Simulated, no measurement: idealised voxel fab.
This is a process module. Its name is voxel transistor to metal.
Square cell edge 5 nm, section width 170 nm, ID cut.
Think of the cross-section as a grid of square cells. We describe it in bands, top to bottom, and each band covers one or more rows of those cells.
Band entry format. Leading values: height of top, height of bottom, nm. Remainder: materials in left-to-right order, each with its width in nm. Special words: "full width" on a single material, which then fills the band edge to edge; "blank", empty space.
Height is counted from the level 0, under which the received wafer is composed throughout of one material. The lowest of the bands is not closed at the bottom but continues downward, in the notation "0 and below".
A width given as "30->40" starts at the first number in the band's top row and ends at the second number in its bottom row, shifting by an equal amount at every step from row to row.
For the purposes of this document, the phrase "nothing changed" attached to a step denotes that no cell within the cross-section was modified by that step.
Entry "Voids, enclosed". Content: empty spaces with no open connection to the top, size 8 cells or greater. Each: width x height at distance. Distance: from left edge. Unit: nm.
after a step's settings: what the simulator itself notes on the step
The line of a step may include "overlay nm". On a step with a mask, this value is how far to the right of its planned place the mask lay. A negative value means the mask lay to the left.
The planned process steps are enumerated hereunder
- 1: op RECEIVE | material Si
- 2: op CONFORMAL_DEP | material SiO2 | thk nm 5
- 3: op CONFORMAL_DEP | material SiN | thk nm 15
- 4: op DIRECTIONAL_DEP | material aC | thk nm 10
- 5: op PATTERN | tone cover | mask id ACTIVE | material resist | width nm 130 | thk nm 30 | overlay nm 0
- 6: op DIRECTIONAL_ETCH | etch materials aC | depth nm 10
- 7: op STRIP | etch materials resist
- 8: op DIRECTIONAL_ETCH | etch materials SiN | depth nm 15
- 9: op DIRECTIONAL_ETCH | etch materials SiO2 | depth nm 5
- 10: op DIRECTIONAL_ETCH | etch materials Si | depth nm 30
- 11: op STRIP | etch materials aC
- 12: op OXIDIZE | depth nm 5
- 13: op FILL_DEP | material SiO2 | thk nm 5
- 14: op CMP | height nm 20
- 15: op SELECTIVE_ETCH | etch materials SiO2 | depth nm 5
- 16: op STRIP | etch materials SiN
- 17: op SELECTIVE_ETCH | etch materials SiO2 | depth nm 5
- 18: op OXIDIZE | depth nm 5
- 19: op DIRECTIONAL_DEP | material polySi | thk nm 30
- 20: op DIRECTIONAL_DEP | material SiCN | thk nm 10
- 21: op MASKED_ETCH | tone cover | mask id GATE | width nm 30 | etch materials SiCN | depth nm 20 | overlay nm 0
- 22: op MASKED_ETCH | tone cover | mask id GATE | width nm 30 | etch materials polySi | depth nm 40 | overlay nm -10
- 23: op CONFORMAL_DEP | material SiO2 | thk nm 5
- 24: op DIRECTIONAL_ETCH | etch materials SiO2 | depth nm 5
- 25: op CONFORMAL_DEP | material SiN | thk nm 10
- 26: op DIRECTIONAL_ETCH | etch materials SiN | depth nm 10
- 27: op DIRECTIONAL_ETCH | etch materials SiO2 | depth nm 5
- 28: op EPI | material pSi | thk nm 5
- 29: op FILL_DEP | material SiO2 | thk nm 10
- 30: op CMP | height nm 30
- 31: op STRIP | etch materials polySi
- 32: op SELECTIVE_ETCH | etch materials SiO2 | depth nm 5
- 33: op CONFORMAL_DEP | material HfO2 | thk nm 5
- 34: op CONFORMAL_DEP | material TiN | thk nm 5
- 35: op FILL_DEP | material W | thk nm 10
- 36: op CMP | height nm 25
- 37: op DIRECTIONAL_DEP | material SiO2 | thk nm 15
- 38: op MASKED_ETCH | tone open | mask id CONTACT | width nm 20 | pitch nm 90 | etch materials SiO2 | depth nm 40 | overlay nm 0
- 39: op CONFORMAL_DEP | material TiN | thk nm 5
- 40: op FILL_DEP | material Ru | thk nm 5
- 41: op CMP | height nm 40
- 42: op CONFORMAL_DEP | material SiN | thk nm 5
- 43: op DIRECTIONAL_DEP | material lowk | thk nm 15
- 44: op PATTERN | tone open | mask id METAL_1 | material resist | width nm 20 | pitch nm 90 | thk nm 20 | overlay nm 0
- 45: op DIRECTIONAL_ETCH | etch materials lowk | depth nm 15
- 46: op DIRECTIONAL_ETCH | etch materials SiN | depth nm 5
- 47: op STRIP | etch materials resist
- 48: op CONFORMAL_DEP | material TiN | thk nm 5
- 49: op FILL_DEP | material Cu | thk nm 5
- 50: op CMP | height nm 60
- 51: op CONFORMAL_DEP | material SiCN | thk nm 5
- 52: op DIRECTIONAL_DEP | material SiO2 | thk nm 30
- 53: op PATTERN | tone open | mask id METAL_2 | material resist | width nm 20 | pitch nm 90 | thk nm 20 | overlay nm 0
- 54: op DIRECTIONAL_ETCH | etch materials SiO2 | depth nm 20
- 55: op STRIP | etch materials resist
- 56: op DIRECTIONAL_DEP | material aC | thk nm 10
- 57: op PATTERN | tone open | mask id METAL_2_HOLES | material resist | width nm 15 | pitch nm 90 | thk nm 30 | overlay nm 0
- 58: op DIRECTIONAL_ETCH | etch materials aC | depth nm 10
- 59: op STRIP | etch materials resist
- 60: op DIRECTIONAL_ETCH | etch materials SiO2 | depth nm 10
- 61: op DIRECTIONAL_ETCH | etch materials SiCN | depth nm 5
- 62: op STRIP | etch materials aC
- 63: op CONFORMAL_DEP | material TiN | thk nm 5
- 64: op FILL_DEP | material Cu | thk nm 10
- 65: op CMP | height nm 95
- 66: op CONFORMAL_DEP | material SiCN | thk nm 5
Across this set of wafers, the varied parameter is the overlay nm of step 22. Starting conditions are identical for every wafer, and the plan reports the value assigned to the first wafer.
After step 1, as received: first of several wafers, cross-section
    0 and below: Si full width
    Voids, enclosed: none
Here is the cross-section of the first of several wafers at the end of the module, after its last step, step 66
    100 down to 95: SiCN full width
    95 down to 80: SiO2 (30), TiN (5), Cu (10), TiN (5), SiO2 (70), TiN (5), Cu (10), TiN (5), SiO2 (30)
    80 down to 75: SiO2 (30), TiN (5), Cu (5), TiN (10), SiO2 (70), TiN (5), Cu (5), TiN (10), SiO2 (30)
    75 down to 65: SiO2 (30), TiN (5), Cu (5), TiN (5), SiO2 (75), TiN (5), Cu (5), TiN (5), SiO2 (35)
    65 down to 60: SiCN (30), TiN (15), SiCN (75), TiN (15), SiCN (35)
    60 down to 45: lowk (30), TiN (5), Cu (10), TiN (5), lowk (70), TiN (5), Cu (10), TiN (5), lowk (30)
    45 down to 40: SiN (30), TiN (20), SiN (70), TiN (20), SiN (30)
    40 down to 30: SiO2 (30), TiN (5), Ru (10), TiN (5), SiO2 (70), TiN (5), Ru (10), TiN (5), SiO2 (30)
    30 down to 25: SiO2 (30), TiN (5), Ru (5), TiN (10), SiO2 (70), TiN (5), Ru (10), TiN (5), SiO2 (30)
    25 down to 10: SiO2 (30), TiN (5), Ru (5), TiN (5), SiN (10), HfO2 (5), TiN (5), W (30), TiN (5), HfO2 (5), SiN (10), SiO2 (5), TiN (5), Ru (10), TiN (5), SiO2 (30)
    10 down to 5: SiO2 (20), SiN (10), TiN (5), Ru (5), TiN (5), SiN (10), HfO2 (5), TiN (5), W (30), TiN (5), HfO2 (5), SiN (10), SiO2 (5), TiN (5), Ru (10), TiN (5), SiN (10), SiO2 (20)
    5 down to 0: SiO2 (20), SiN (10), TiN (15), SiN (10), HfO2 (5), TiN (40), HfO2 (5), SiN (10), SiO2 (5), TiN (20), SiN (10), SiO2 (20)
    0 down to -5: SiO2 (30), pSi (15), SiO2 (10), HfO2 (50), SiO2 (10), pSi (25), SiO2 (30)
    -5 down to -35: SiO2 (25), Si (120), SiO2 (25)
    -35 and below: Si full width
    Voids, enclosed: none
Last wafer of the set, cross-sectioned at end of module
    100 down to 95: SiCN full width
    95 down to 80: SiO2 (30), TiN (5), Cu (10), TiN (5), SiO2 (70), TiN (5), Cu (10), TiN (5), SiO2 (30)
    80 down to 75: SiO2 (30), TiN (5), Cu (5), TiN (10), SiO2 (70), TiN (5), Cu (5), TiN (10), SiO2 (30)
    75 down to 65: SiO2 (30), TiN (5), Cu (5), TiN (5), SiO2 (75), TiN (5), Cu (5), TiN (5), SiO2 (35)
    65 down to 60: SiCN (30), TiN (15), SiCN (75), TiN (15), SiCN (35)
    60 down to 45: lowk (30), TiN (5), Cu (10), TiN (5), lowk (70), TiN (5), Cu (10), TiN (5), lowk (30)
    45 down to 40: SiN (30), TiN (20), SiN (70), TiN (20), SiN (30)
    40 down to 30: SiO2 (30), TiN (5), Ru (10), TiN (5), SiO2 (70), TiN (5), Ru (10), TiN (5), SiO2 (30)
    30 down to 25: SiO2 (30), TiN (5), Ru (10), TiN (5), SiO2 (70), TiN (10), Ru (5), TiN (5), SiO2 (30)
    25 down to 10: SiO2 (30), TiN (5), Ru (10), TiN (5), SiO2 (5), SiN (10), HfO2 (5), TiN (5), W (30), TiN (5), HfO2 (5), SiN (10), TiN (5), Ru (5), TiN (5), SiO2 (30)
    10 down to 5: SiO2 (20), SiN (10), TiN (5), Ru (10), TiN (5), SiO2 (5), SiN (10), HfO2 (5), TiN (5), W (30), TiN (5), HfO2 (5), SiN (10), TiN (5), Ru (5), TiN (5), SiN (10), SiO2 (20)
    5 down to 0: SiO2 (20), SiN (10), TiN (20), SiO2 (5), SiN (10), HfO2 (5), TiN (40), HfO2 (5), SiN (10), TiN (15), SiN (10), SiO2 (20)
    0 down to -5: SiO2 (30), pSi (25), SiO2 (10), HfO2 (50), SiO2 (10), pSi (15), SiO2 (30)
    -5 down to -35: SiO2 (25), Si (120), SiO2 (25)
    -35 and below: Si full width
    Voids, enclosed: none
Below: a row per wafer. Contents at end of module: for every material, cells gained since receipt (+) or lost since receipt (-); then closed voids
overlay nm -10 | +30 Cu | +20 HfO2 | +23 Ru | -94 Si | +62 SiCN | +54 SiN | +371 SiO2 | +104 TiN | +24 W | +78 lowk | +8 pSi | Voids, enclosed: none
overlay nm -5 | +30 Cu | +19 HfO2 | +28 Ru | -94 Si | +62 SiCN | +54 SiN | +371 SiO2 | +103 TiN | +20 W | +78 lowk | +9 pSi | Voids, enclosed: none
overlay nm 0 | +30 Cu | +18 HfO2 | +28 Ru | -94 Si | +62 SiCN | +54 SiN | +376 SiO2 | +102 TiN | +16 W | +78 lowk | +10 pSi | Voids, enclosed: none
overlay nm 5 | +30 Cu | +19 HfO2 | +28 Ru | -94 Si | +62 SiCN | +54 SiN | +371 SiO2 | +103 TiN | +20 W | +78 lowk | +9 pSi | Voids, enclosed: none
overlay nm 10 | +30 Cu | +20 HfO2 | +23 Ru | -94 Si | +62 SiCN | +54 SiN | +371 SiO2 | +104 TiN | +24 W | +78 lowk | +8 pSi | Voids, enclosed: none
